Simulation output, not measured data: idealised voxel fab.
The following is a process module called voxel transistor to metal.
cross-section cut | 185 nm wide | cells 5 nm
A cross-section is a grid of square cells, given in bands from the top down. A band is one or more rows of cells.
Read a band's entry like this: the first values are the height of its top and the height of its bottom in nm, and what follows is the sequence of materials from left to right, each with its width in nm. Note that "blank" is empty space, and that a single material marked "edge to edge" reaches across the band from edge to edge.
Heights are expressed relative to 0, this being the level below which the as-received wafer comprises one material exclusively. The lowest band is unbounded in the downward direction and is denoted as in "0..down".
Width spec "30 to 40" -> top row of cells at first value, bottom row at second value, equal per-row change in between.
Any step labelled "changes: none" changed none of the cells in the cross-section.
"Fully enclosed voids" specifies each empty space that is not open to the top and that occupies no fewer than 8 cells, using the form width x height at distance, the distance measured from the left edge and all three quantities in nm.
On a step's line, text after the settings is the simulator commenting on that step.
The line of a step may include "overlay nm". On a step with a mask, this value is how far to the right of its planned place the mask lay. A negative value means the mask lay to the left.

[Set out below are the planned steps of the process]
1,RECEIVE with material Si
2,OXIDIZE with depth nm 5
3,CONFORMAL_DEP with material SiN, thk nm 10
4,DIRECTIONAL_DEP with material aC, thk nm 15
5,PATTERN with tone cover, mask id ACTIVE, material resist, width nm 110, thk nm 30, overlay nm 0
6,DIRECTIONAL_ETCH with etch materials aC, depth nm 15
7,STRIP with etch materials resist
8,DIRECTIONAL_ETCH with etch materials SiN, depth nm 10
9,DIRECTIONAL_ETCH with etch materials SiO2, depth nm 5
10,DIRECTIONAL_ETCH with etch materials Si, depth nm 30
11,STRIP with etch materials aC
12,FILL_DEP with material SiO2, thk nm 15
13,CMP with height nm 10
14,SELECTIVE_ETCH with etch materials SiO2, depth nm 10
15,STRIP with etch materials SiN
16,SELECTIVE_ETCH with etch materials SiO2, depth nm 5
17,OXIDIZE with depth nm 5
18,DIRECTIONAL_DEP with material polySi, thk nm 20
19,DIRECTIONAL_DEP with material SiCN, thk nm 10
20,MASKED_ETCH with tone cover, mask id GATE, width nm 30, etch materials SiCN, depth nm 20, overlay nm 0
21,MASKED_ETCH with tone cover, mask id GATE, width nm 30, etch materials polySi, depth nm 30, overlay nm 0
22,CONFORMAL_DEP with material SiO2, thk nm 5
23,DIRECTIONAL_ETCH with etch materials SiO2, depth nm 5
24,CONFORMAL_DEP with material SiN, thk nm 5
25,DIRECTIONAL_ETCH with etch materials SiN, depth nm 5
26,DIRECTIONAL_ETCH with etch materials SiO2, depth nm 5
27,DIRECTIONAL_ETCH with etch materials Si, depth nm 10
28,EPI with material nSi, thk nm 15
29,FILL_DEP with material SiO2, thk nm 5
30,CMP with height nm 15
31,STRIP with etch materials polySi
32,SELECTIVE_ETCH with etch materials SiO2, depth nm 5
33,CONFORMAL_DEP with material HfO2, thk nm 5
34,CONFORMAL_DEP with material TiN, thk nm 5
35,FILL_DEP with material W, thk nm 10
36,CMP with height nm 10
37,DIRECTIONAL_DEP with material SiO2, thk nm 10
38,DIRECTIONAL_DEP with material aC, thk nm 10
39,PATTERN with tone open, mask id CONTACT, material resist, width nm 15, pitch nm 75, thk nm 30, overlay nm 0
40,DIRECTIONAL_ETCH with etch materials aC, depth nm 10
41,STRIP with etch materials resist
42,DIRECTIONAL_ETCH with etch materials SiO2, depth nm 25
43,STRIP with etch materials aC
44,CONFORMAL_DEP with material TiN, thk nm 5
45,FILL_DEP with material Ru, thk nm 10
46,CMP with height nm 20
47,CONFORMAL_DEP with material SiN, thk nm 5
48,DIRECTIONAL_DEP with material lowk, thk nm 25
49,MASKED_ETCH with tone open, mask id METAL_1, width nm 15, pitch nm 75, etch materials lowk, depth nm 25, overlay nm 0
50,MASKED_ETCH with tone open, mask id METAL_1, width nm 15, pitch nm 75, etch materials SiN, depth nm 5, overlay nm 0
51,CONFORMAL_DEP with material TiN, thk nm 5
52,FILL_DEP with material Ru, thk nm 10
53,CMP with height nm 50
54,EPI with material Ru, thk nm 5
55,FILL_DEP with material SiCN, thk nm 5
56,DIRECTIONAL_DEP with material lowk, thk nm 30
57,PATTERN with tone open, mask id METAL_2, material resist, width nm 15, pitch nm 75, thk nm 15, overlay nm 0
58,DIRECTIONAL_ETCH with etch materials lowk, depth nm 20
59,STRIP with etch materials resist
60,MASKED_ETCH with tone open, mask id METAL_2_HOLES, width nm 15, pitch nm 75, etch materials lowk, depth nm 10, overlay nm 0
61,MASKED_ETCH with tone open, mask id METAL_2_HOLES, width nm 15, pitch nm 75, etch materials SiCN, depth nm 5, overlay nm 0
62,CONFORMAL_DEP with material TiN, thk nm 5
63,FILL_DEP with material Cu, thk nm 10
64,CMP with height nm 90
65,CONFORMAL_DEP with material SiN, thk nm 5

[Step 1 complete: cross-section of the wafer as received]
  0..down: Si edge to edge
  Fully enclosed voids: none

[The following cross-section depicts the wafer upon conclusion of the module. Processing commenced from the starting condition illustrated above and adhered to the plan illustrated above, save for one mistake in execution]
  95..90: SiN edge to edge
  90..60: 45 lowk, then 5 TiN, then 5 Cu, then 5 TiN, then 60 lowk, then 5 TiN, then 5 Cu, then 5 TiN, then 50 lowk
  60..55: 45 SiCN, then 15 TiN, then 60 SiCN, then 15 TiN, then 50 SiCN
  55..50: 40 SiCN, then 25 Ru, then 50 SiCN, then 25 Ru, then 45 SiCN
  50..25: 45 lowk, then 5 TiN, then 5 Ru, then 5 TiN, then 60 lowk, then 5 TiN, then 5 Ru, then 5 TiN, then 50 lowk
  25..20: 45 SiN, then 15 TiN, then 60 SiN, then 15 TiN, then 50 SiN
  20..15: 40 Ru, then 5 TiN, then 15 SiO2, then 5 TiN, then 50 Ru, then 5 TiN, then 15 SiO2, then 5 TiN, then 45 Ru
  15..10: 40 Ru, then 5 TiN, then 15 SiO2, then 60 TiN, then 15 SiO2, then 5 TiN, then 45 Ru
  10..5: 40 Ru, then 5 TiN, then 15 SiO2, then 5 TiN, then 5 SiN, then 5 HfO2, then 5 TiN, then 20 W, then 5 TiN, then 5 HfO2, then 5 SiN, then 5 TiN, then 15 SiO2, then 5 TiN, then 45 Ru
  5..0: 40 Ru, then 5 TiN, then 5 SiO2, then 15 nSi, then 5 SiN, then 5 HfO2, then 5 TiN, then 20 W, then 5 TiN, then 5 HfO2, then 5 SiN, then 15 nSi, then 5 SiO2, then 5 TiN, then 45 Ru
  0..-5: 45 TiN, then 5 SiO2, then 15 nSi, then 5 SiN, then 5 HfO2, then 30 TiN, then 5 HfO2, then 5 SiN, then 15 nSi, then 5 SiO2, then 50 TiN
  -5..-10: 30 SiO2, then 35 nSi, then 5 SiO2, then 40 HfO2, then 5 SiO2, then 35 nSi, then 35 SiO2
  -10..-20: 35 SiO2, then 30 nSi, then 50 Si, then 30 nSi, then 40 SiO2
  -20..-35: 35 SiO2, then 110 Si, then 40 SiO2
  -35..down: Si edge to edge
  Fully enclosed voids: none
It is concluded that the wafer was processed incorrectly with respect to the plan, in that it should be noted that step 39 was executed with settings other than those planned, the operation and settings actually applied being PATTERN with tone cover, mask id CONTACT, material resist, width nm 15, pitch nm 75, thk nm 30, overlay nm 0
